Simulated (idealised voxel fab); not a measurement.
process module | voxel wiring stack
cross-section cut | 250 nm wide | cells 5 nm
A cross-section is a grid of square cells, given in bands from the top down. A band is one or more rows of cells.
Each band's line starts with the height of the band's top and of its bottom, in nm. Then come its materials from left to right, each with its width in nm. One material with "throughout" fills the band from edge to edge. "air" is empty space.
Height 0 is the level under which the wafer as received is all one material. The lowest band goes on downwards, as in "0 down".
A width such as "30 to 40" changes by the same amount from each row of cells to the next, from the band's top row to its bottom row.
"no change" after a step means that no cell of the cross-section changed.
closed voids: empty space of 8 cells or more with no open way to the top, each as width x height at its distance from the left edge, in nm
after a step's settings: what the simulator itself notes on the step
overlay nm, on a step with a mask: how far to the right of its planned place the mask lay; to the left if negative
plan
1 op RECEIVE | material Si
2 op CONFORMAL_DEP | material SiO2 | thk nm 10
3 op DIRECTIONAL_DEP | material TiN | thk nm 5
4 op DIRECTIONAL_DEP | material W | thk nm 15
5 op DIRECTIONAL_DEP | material aC | thk nm 10
6 op PATTERN | tone cover | mask id METAL_1 | material resist | width nm 30 | pitch nm 50 | thk nm 25 | overlay nm 0
7 op DIRECTIONAL_ETCH | etch materials aC | depth nm 10
8 op STRIP | etch materials resist
9 op DIRECTIONAL_ETCH | etch materials W | depth nm 15
10 op DIRECTIONAL_ETCH | etch materials TiN | depth nm 5
11 op STRIP | etch materials aC
12 op FILL_DEP | material lowk | thk nm 5
13 op CMP | height nm 30
14 op CONFORMAL_DEP | material SiCN | thk nm 5
15 op DIRECTIONAL_DEP | material lowk | thk nm 25
16 op DIRECTIONAL_DEP | material aC | thk nm 10
17 op PATTERN | tone open | mask id METAL_2 | material resist | width nm 30 | pitch nm 50 | thk nm 25 | overlay nm 0
18 op DIRECTIONAL_ETCH | etch materials aC | depth nm 10
19 op STRIP | etch materials resist
20 op DIRECTIONAL_ETCH | etch materials lowk | depth nm 15
21 op STRIP | etch materials aC
22 op MASKED_ETCH | tone open | mask id METAL_2_HOLES | width nm 15 | pitch nm 50 | etch materials lowk | depth nm 10 | overlay nm 0
23 op MASKED_ETCH | tone open | mask id METAL_2_HOLES | width nm 15 | pitch nm 50 | etch materials SiCN | depth nm 5 | overlay nm 0
24 op CONFORMAL_DEP | material TiN | thk nm 5
25 op FILL_DEP | material Cu | thk nm 10
26 op CMP | height nm 60
27 op CONFORMAL_DEP | material SiCN | thk nm 5
28 op DIRECTIONAL_DEP | material SiO2 | thk nm 15
29 op PATTERN | tone open | mask id PLUG_2 | material resist | width nm 15 | pitch nm 50 | thk nm 15 | overlay nm 0
30 op DIRECTIONAL_ETCH | etch materials SiO2 | depth nm 15
31 op DIRECTIONAL_ETCH | etch materials SiCN | depth nm 5
32 op STRIP | etch materials resist
33 op EPI | material Ru | thk nm 10
34 op EPI | material Ru | thk nm 10
35 op DIRECTIONAL_DEP | material TiN | thk nm 5
36 op DIRECTIONAL_DEP | material Ru | thk nm 25
37 op MASKED_ETCH | tone cover | mask id METAL_3 | width nm 30 | pitch nm 50 | etch materials Ru | depth nm 25 | overlay nm 0
38 op MASKED_ETCH | tone cover | mask id METAL_3 | width nm 30 | pitch nm 50 | etch materials TiN | depth nm 5 | overlay nm 0
39 op CONFORMAL_DEP | material SiCN | thk nm 5
40 op FILL_DEP | material lowk | thk nm 5
41 op CMP | height nm 110
42 op CONFORMAL_DEP | material SiCN | thk nm 5
first wafer, as planned
as received, after step 1
  0 down: Si throughout
  closed voids: none
after step 2
  10 to 0: SiO2 throughout
  below 0: unchanged
after step 3
  15 to 10: TiN throughout
  below 10: unchanged
after step 4
  30 to 15: W throughout
  below 15: unchanged
after step 5
  40 to 30: aC throughout
  below 30: unchanged
after step 6
  65 to 40: air 60 | resist 30 | air 20 | resist 30 | air 20 | resist 30 | air 60
  below 40: unchanged
after step 7
  55 to 40: air 60 | resist 30 | air 20 | resist 30 | air 20 | resist 30 | air 60
  40 to 30: air 60 | aC 30 | air 20 | aC 30 | air 20 | aC 30 | air 60
  below 30: unchanged
after step 8
  40 to 30: air 60 | aC 30 | air 20 | aC 30 | air 20 | aC 30 | air 60
  below 30: unchanged
after step 9
  40 to 30: air 60 | aC 30 | air 20 | aC 30 | air 20 | aC 30 | air 60
  30 to 15: air 60 | W 30 | air 20 | W 30 | air 20 | W 30 | air 60
  below 15: unchanged
after step 10
  40 to 30: air 60 | aC 30 | air 20 | aC 30 | air 20 | aC 30 | air 60
  30 to 15: air 60 | W 30 | air 20 | W 30 | air 20 | W 30 | air 60
  15 to 10: air 60 | TiN 30 | air 20 | TiN 30 | air 20 | TiN 30 | air 60
  below 10: unchanged
after step 11
  30 to 15: air 60 | W 30 | air 20 | W 30 | air 20 | W 30 | air 60
  below 15: unchanged
after step 12
  35 to 30: lowk throughout
  30 to 15: lowk 60 | W 30 | lowk 20 | W 30 | lowk 20 | W 30 | lowk 60
  15 to 10: lowk 60 | TiN 30 | lowk 20 | TiN 30 | lowk 20 | TiN 30 | lowk 60
  below 10: unchanged
after step 13
  30 to 15: lowk 60 | W 30 | lowk 20 | W 30 | lowk 20 | W 30 | lowk 60
  below 15: unchanged
after step 14
  35 to 30: SiCN throughout
  below 30: unchanged
after step 15
  60 to 35: lowk throughout
  below 35: unchanged
after step 16
  70 to 60: aC throughout
  below 60: unchanged
after step 17
  95 to 70: resist 60 | air 30 | resist 20 | air 30 | resist 20 | air 30 | resist 60
  below 70: unchanged
after step 18
  85 to 70: resist 60 | air 30 | resist 20 | air 30 | resist 20 | air 30 | resist 60
  70 to 60: aC 60 | air 30 | aC 20 | air 30 | aC 20 | air 30 | aC 60
  below 60: unchanged
after step 19
  70 to 60: aC 60 | air 30 | aC 20 | air 30 | aC 20 | air 30 | aC 60
  below 60: unchanged
after step 20
  70 to 60: aC 60 | air 30 | aC 20 | air 30 | aC 20 | air 30 | aC 60
  60 to 45: lowk 60 | air 30 | lowk 20 | air 30 | lowk 20 | air 30 | lowk 60
  below 45: unchanged
after step 21
  60 to 45: lowk 60 | air 30 | lowk 20 | air 30 | lowk 20 | air 30 | lowk 60
  below 45: unchanged
after step 22
  60 to 45: lowk 60 | air 30 | lowk 20 | air 30 | lowk 20 | air 30 | lowk 60
  45 to 35: lowk 60 | air 15 | lowk 35 | air 15 | lowk 35 | air 15 | lowk 75
  below 35: unchanged
after step 23
  60 to 45: lowk 60 | air 30 | lowk 20 | air 30 | lowk 20 | air 30 | lowk 60
  45 to 35: lowk 60 | air 15 | lowk 35 | air 15 | lowk 35 | air 15 | lowk 75
  35 to 30: SiCN 60 | air 15 | SiCN 35 | air 15 | SiCN 35 | air 15 | SiCN 75
  below 30: unchanged
after step 24
  65 to 60: TiN 65 | air 20 | TiN 30 | air 20 | TiN 30 | air 20 | TiN 65
  60 to 50: lowk 60 | TiN 5 | air 20 | TiN 5 | lowk 20 | TiN 5 | air 20 | TiN 5 | lowk 20 | TiN 5 | air 20 | TiN 5 | lowk 60
  50 to 45: lowk 60 | TiN 5 | air 5 | TiN 20 | lowk 20 | TiN 5 | air 5 | TiN 20 | lowk 20 | TiN 5 | air 5 | TiN 20 | lowk 60
  45 to 35: lowk 60 | TiN 5 | air 5 | TiN 5 | lowk 35 | TiN 5 | air 5 | TiN 5 | lowk 35 | TiN 5 | air 5 | TiN 5 | lowk 75
  35 to 30: SiCN 60 | TiN 15 | SiCN 35 | TiN 15 | SiCN 35 | TiN 15 | SiCN 75
  below 30: unchanged
after step 25
  75 to 65: Cu throughout
  65 to 60: TiN 65 | Cu 20 | TiN 30 | Cu 20 | TiN 30 | Cu 20 | TiN 65
  60 to 50: lowk 60 | TiN 5 | Cu 20 | TiN 5 | lowk 20 | TiN 5 | Cu 20 | TiN 5 | lowk 20 | TiN 5 | Cu 20 | TiN 5 | lowk 60
  50 to 45: lowk 60 | TiN 5 | Cu 5 | TiN 20 | lowk 20 | TiN 5 | Cu 5 | TiN 20 | lowk 20 | TiN 5 | Cu 5 | TiN 20 | lowk 60
  45 to 35: lowk 60 | TiN 5 | Cu 5 | TiN 5 | lowk 35 | TiN 5 | Cu 5 | TiN 5 | lowk 35 | TiN 5 | Cu 5 | TiN 5 | lowk 75
  below 35: unchanged
after step 26
  60 to 50: lowk 60 | TiN 5 | Cu 20 | TiN 5 | lowk 20 | TiN 5 | Cu 20 | TiN 5 | lowk 20 | TiN 5 | Cu 20 | TiN 5 | lowk 60
  below 50: unchanged
after step 27
  65 to 60: SiCN throughout
  below 60: unchanged
after step 28
  80 to 65: SiO2 throughout
  below 65: unchanged
after step 29
  95 to 80: resist 60 | air 15 | resist 35 | air 15 | resist 35 | air 15 | resist 75
  below 80: unchanged
after step 30
  95 to 80: resist 60 | air 15 | resist 35 | air 15 | resist 35 | air 15 | resist 75
  80 to 65: SiO2 60 | air 15 | SiO2 35 | air 15 | SiO2 35 | air 15 | SiO2 75
  below 65: unchanged
after step 31
  95 to 80: resist 60 | air 15 | resist 35 | air 15 | resist 35 | air 15 | resist 75
  80 to 65: SiO2 60 | air 15 | SiO2 35 | air 15 | SiO2 35 | air 15 | SiO2 75
  65 to 60: SiCN 60 | air 15 | SiCN 35 | air 15 | SiCN 35 | air 15 | SiCN 75
  below 60: unchanged
after step 32
  80 to 65: SiO2 60 | air 15 | SiO2 35 | air 15 | SiO2 35 | air 15 | SiO2 75
  below 65: unchanged
after step 33
  80 to 70: SiO2 60 | air 15 | SiO2 35 | air 15 | SiO2 35 | air 15 | SiO2 75
  70 to 65: SiO2 60 | Ru 15 | SiO2 35 | Ru 15 | SiO2 35 | Ru 15 | SiO2 75
  65 to 60: SiCN 60 | Ru 15 | SiCN 35 | Ru 15 | SiCN 35 | Ru 15 | SiCN 75
  below 60: unchanged
after step 34
  80 to 65: SiO2 60 | Ru 15 | SiO2 35 | Ru 15 | SiO2 35 | Ru 15 | SiO2 75
  below 65: unchanged
after step 35
  85 to 80: TiN throughout
  below 80: unchanged
after step 36
  110 to 85: Ru throughout
  below 85: unchanged
after step 37
  110 to 85: air 60 | Ru 30 | air 20 | Ru 30 | air 20 | Ru 30 | air 60
  below 85: unchanged
after step 38
  110 to 85: air 60 | Ru 30 | air 20 | Ru 30 | air 20 | Ru 30 | air 60
  85 to 80: air 60 | TiN 30 | air 20 | TiN 30 | air 20 | TiN 30 | air 60
  below 80: unchanged
after step 39
  115 to 110: air 55 | SiCN 40 | air 10 | SiCN 40 | air 10 | SiCN 40 | air 55
  110 to 85: air 55 | SiCN 5 | Ru 30 | SiCN 5 | air 10 | SiCN 5 | Ru 30 | SiCN 5 | air 10 | SiCN 5 | Ru 30 | SiCN 5 | air 55
  85 to 80: SiCN 60 | TiN 30 | SiCN 20 | TiN 30 | SiCN 20 | TiN 30 | SiCN 60
  below 80: unchanged
after step 40
  120 to 115: lowk throughout
  115 to 110: lowk 55 | SiCN 40 | lowk 10 | SiCN 40 | lowk 10 | SiCN 40 | lowk 55
  110 to 85: lowk 55 | SiCN 5 | Ru 30 | SiCN 5 | lowk 10 | SiCN 5 | Ru 30 | SiCN 5 | lowk 10 | SiCN 5 | Ru 30 | SiCN 5 | lowk 55
  below 85: unchanged
after step 41
  110 to 85: lowk 55 | SiCN 5 | Ru 30 | SiCN 5 | lowk 10 | SiCN 5 | Ru 30 | SiCN 5 | lowk 10 | SiCN 5 | Ru 30 | SiCN 5 | lowk 55
  below 85: unchanged
after step 42
  115 to 110: SiCN throughout
  below 110: unchanged
second wafer: like start, like plan, one mistake. Through step 27 it matches the first wafer
when step 28 should have ended
  95 to 65: SiO2 throughout
  below 65: unchanged
when step 29 should have ended
  110 to 95: resist 60 | air 15 | resist 35 | air 15 | resist 35 | air 15 | resist 75
  below 95: unchanged
when step 30 should have ended
  110 to 95: resist 60 | air 15 | resist 35 | air 15 | resist 35 | air 15 | resist 75
  95 to 80: SiO2 60 | air 15 | SiO2 35 | air 15 | SiO2 35 | air 15 | SiO2 75
  below 80: unchanged
when step 31 should have ended: no change
when step 32 should have ended
  95 to 80: SiO2 60 | air 15 | SiO2 35 | air 15 | SiO2 35 | air 15 | SiO2 75
  below 80: unchanged
when step 33 should have ended: no change
when step 34 should have ended: no change
when step 35 should have ended
  100 to 95: TiN 60 | air 15 | TiN 35 | air 15 | TiN 35 | air 15 | TiN 75
  95 to 85: SiO2 60 | air 15 | SiO2 35 | air 15 | SiO2 35 | air 15 | SiO2 75
  85 to 80: SiO2 60 | TiN 15 | SiO2 35 | TiN 15 | SiO2 35 | TiN 15 | SiO2 75
  below 80: unchanged
when step 36 should have ended
  125 to 110: Ru 60 | air 15 | Ru 35 | air 15 | Ru 35 | air 15 | Ru 75
  110 to 100: Ru throughout
  100 to 95: TiN 60 | Ru 15 | TiN 35 | Ru 15 | TiN 35 | Ru 15 | TiN 75
  95 to 85: SiO2 60 | Ru 15 | SiO2 35 | Ru 15 | SiO2 35 | Ru 15 | SiO2 75
  below 85: unchanged
when step 37 should have ended
  125 to 110: air 75 | Ru 15 | air 35 | Ru 15 | air 35 | Ru 15 | air 60
  110 to 100: air 60 | Ru 30 | air 20 | Ru 30 | air 20 | Ru 30 | air 60
  below 100: unchanged
when step 38 should have ended
  125 to 110: air 75 | Ru 15 | air 35 | Ru 15 | air 35 | Ru 15 | air 60
  110 to 100: air 60 | Ru 30 | air 20 | Ru 30 | air 20 | Ru 30 | air 60
  100 to 95: air 60 | Ru 15 | TiN 15 | air 20 | Ru 15 | TiN 15 | air 20 | Ru 15 | TiN 15 | air 60
  below 95: unchanged
when step 39 should have ended
  130 to 125: air 70 | SiCN 25 | air 25 | SiCN 25 | air 25 | SiCN 25 | air 55
  125 to 115: air 70 | SiCN 5 | Ru 15 | SiCN 5 | air 25 | SiCN 5 | Ru 15 | SiCN 5 | air 25 | SiCN 5 | Ru 15 | SiCN 5 | air 55
  115 to 110: air 55 | SiCN 20 | Ru 15 | SiCN 5 | air 10 | SiCN 20 | Ru 15 | SiCN 5 | air 10 | SiCN 20 | Ru 15 | SiCN 5 | air 55
  110 to 100: air 55 | SiCN 5 | Ru 30 | SiCN 5 | air 10 | SiCN 5 | Ru 30 | SiCN 5 | air 10 | SiCN 5 | Ru 30 | SiCN 5 | air 55
  100 to 95: SiCN 60 | Ru 15 | TiN 15 | SiCN 20 | Ru 15 | TiN 15 | SiCN 20 | Ru 15 | TiN 15 | SiCN 60
  below 95: unchanged
when step 40 should have ended
  135 to 130: lowk throughout
  130 to 125: lowk 70 | SiCN 25 | lowk 25 | SiCN 25 | lowk 25 | SiCN 25 | lowk 55
  125 to 115: lowk 70 | SiCN 5 | Ru 15 | SiCN 5 | lowk 25 | SiCN 5 | Ru 15 | SiCN 5 | lowk 25 | SiCN 5 | Ru 15 | SiCN 5 | lowk 55
  115 to 110: lowk 55 | SiCN 20 | Ru 15 | SiCN 5 | lowk 10 | SiCN 20 | Ru 15 | SiCN 5 | lowk 10 | SiCN 20 | Ru 15 | SiCN 5 | lowk 55
  110 to 100: lowk 55 | SiCN 5 | Ru 30 | SiCN 5 | lowk 10 | SiCN 5 | Ru 30 | SiCN 5 | lowk 10 | SiCN 5 | Ru 30 | SiCN 5 | lowk 55
  below 100: unchanged
when step 41 should have ended
  110 to 100: lowk 55 | SiCN 5 | Ru 30 | SiCN 5 | lowk 10 | SiCN 5 | Ru 30 | SiCN 5 | lowk 10 | SiCN 5 | Ru 30 | SiCN 5 | lowk 55
  below 100: unchanged
when step 42 should have ended
  115 to 110: SiCN throughout
  below 110: unchanged
what went wrong: step 28 was run twice
at the end the second wafer has, in cells: 63 fewer of Ru | 9 fewer of SiCN | 150 more of SiO2 | 78 fewer of lowk
